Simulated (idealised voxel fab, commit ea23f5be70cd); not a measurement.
process module | voxel double patterning
cross-section cut | 290 nm wide | cells 5 nm
A cross-section is a grid of square cells, given in bands from the top down. A band is one or more rows of cells.
Each band's line starts with the height of the band's top and of its bottom, in nm. Then come its materials from left to right, each with its width in nm. One material with "throughout" fills the band from edge to edge. "air" is empty space.
Height 0 is the level under which the wafer as received is all one material. The lowest band goes on downwards, as in "0 down".
A width such as "30 to 40" changes by the same amount from each row of cells to the next, from the band's top row to its bottom row.
"no change" after a step means that no cell of the cross-section changed.
closed voids: empty space of 8 cells or more with no open way to the top, each as width x height at its distance from the left edge, in nm
after a step's settings: what the simulator itself notes on the step
overlay nm, on a step with a mask: how far to the right of its planned place the mask lay; to the left if negative
plan
1 op RECEIVE | material Si
2 op CONFORMAL_DEP | material SiN | thk nm 5
3 op DIRECTIONAL_DEP | material SiO2 | thk nm 15
4 op DIRECTIONAL_DEP | material SiCN | thk nm 5
5 op DIRECTIONAL_DEP | material aC | thk nm 10
6 op PATTERN | tone open | mask id FIRST | material resist | width nm 15 | pitch nm 50 | thk nm 30 | overlay nm 0
7 op DIRECTIONAL_ETCH | etch materials aC | depth nm 10
8 op STRIP | etch materials resist
9 op DIRECTIONAL_ETCH | etch materials SiCN | depth nm 5
10 op STRIP | etch materials aC
11 op PATTERN | tone open | mask id SECOND | material resist | width nm 15 | thk nm 20 | overlay nm 0
12 op DIRECTIONAL_ETCH | etch materials SiCN | depth nm 5
13 op STRIP | etch materials resist
14 op DIRECTIONAL_ETCH | etch materials SiO2 | depth nm 15
15 op STRIP | etch materials SiCN
first wafer, as planned
as received, after step 1
  0 down: Si throughout
  closed voids: none
after step 2
  5 to 0: SiN throughout
  below 0: unchanged
after step 3
  20 to 5: SiO2 throughout
  below 5: unchanged
after step 4
  25 to 20: SiCN throughout
  below 20: unchanged
after step 5
  35 to 25: aC throughout
  below 25: unchanged
after step 6
  65 to 35: resist 110 | air 15 | resist 35 | air 15 | resist 115
  below 35: unchanged
after step 7
  55 to 35: resist 110 | air 15 | resist 35 | air 15 | resist 115
  35 to 25: aC 110 | air 15 | aC 35 | air 15 | aC 115
  below 25: unchanged
after step 8
  35 to 25: aC 110 | air 15 | aC 35 | air 15 | aC 115
  below 25: unchanged
after step 9
  35 to 25: aC 110 | air 15 | aC 35 | air 15 | aC 115
  25 to 20: SiCN 110 | air 15 | SiCN 35 | air 15 | SiCN 115
  below 20: unchanged
after step 10
  25 to 20: SiCN 110 | air 15 | SiCN 35 | air 15 | SiCN 115
  below 20: unchanged
after step 11
  45 to 25: resist 135 | air 15 | resist 140
  25 to 20: SiCN 110 | resist 15 | SiCN 35 | resist 15 | SiCN 115
  below 20: unchanged
after step 12
  45 to 25: resist 135 | air 15 | resist 140
  25 to 20: SiCN 110 | resist 15 | SiCN 10 | air 15 | SiCN 10 | resist 15 | SiCN 115
  below 20: unchanged
after step 13
  25 to 20: SiCN 110 | air 15 | SiCN 10 | air 15 | SiCN 10 | air 15 | SiCN 115
  below 20: unchanged
after step 14
  25 to 20: SiCN 110 | air 15 | SiCN 10 | air 15 | SiCN 10 | air 15 | SiCN 115
  20 to 5: SiO2 110 | air 15 | SiO2 10 | air 15 | SiO2 10 | air 15 | SiO2 115
  below 5: unchanged
after step 15
  20 to 5: SiO2 110 | air 15 | SiO2 10 | air 15 | SiO2 10 | air 15 | SiO2 115
  below 5: unchanged
second wafer: like start, like plan, one mistake. Through step 2 it matches the first wafer
when step 3 should have ended
  35 to 5: SiO2 throughout
  below 5: unchanged
when step 4 should have ended
  40 to 35: SiCN throughout
  below 35: unchanged
when step 5 should have ended
  50 to 40: aC throughout
  below 40: unchanged
when step 6 should have ended
  80 to 50: resist 110 | air 15 | resist 35 | air 15 | resist 115
  below 50: unchanged
when step 7 should have ended
  70 to 50: resist 110 | air 15 | resist 35 | air 15 | resist 115
  50 to 40: aC 110 | air 15 | aC 35 | air 15 | aC 115
  below 40: unchanged
when step 8 should have ended
  50 to 40: aC 110 | air 15 | aC 35 | air 15 | aC 115
  below 40: unchanged
when step 9 should have ended
  50 to 40: aC 110 | air 15 | aC 35 | air 15 | aC 115
  40 to 35: SiCN 110 | air 15 | SiCN 35 | air 15 | SiCN 115
  below 35: unchanged
when step 10 should have ended
  40 to 35: SiCN 110 | air 15 | SiCN 35 | air 15 | SiCN 115
  below 35: unchanged
when step 11 should have ended
  60 to 40: resist 135 | air 15 | resist 140
  40 to 35: SiCN 110 | resist 15 | SiCN 35 | resist 15 | SiCN 115
  below 35: unchanged
when step 12 should have ended
  60 to 40: resist 135 | air 15 | resist 140
  40 to 35: SiCN 110 | resist 15 | SiCN 10 | air 15 | SiCN 10 | resist 15 | SiCN 115
  below 35: unchanged
when step 13 should have ended
  40 to 35: SiCN 110 | air 15 | SiCN 10 | air 15 | SiCN 10 | air 15 | SiCN 115
  below 35: unchanged
when step 14 should have ended
  40 to 35: SiCN 110 | air 15 | SiCN 10 | air 15 | SiCN 10 | air 15 | SiCN 115
  35 to 20: SiO2 110 | air 15 | SiO2 10 | air 15 | SiO2 10 | air 15 | SiO2 115
  below 20: unchanged
when step 15 should have ended
  35 to 20: SiO2 110 | air 15 | SiO2 10 | air 15 | SiO2 10 | air 15 | SiO2 115
  below 20: unchanged
what went wrong: step 3 was run twice
at the end the second wafer has, in cells: 174 more of SiO2
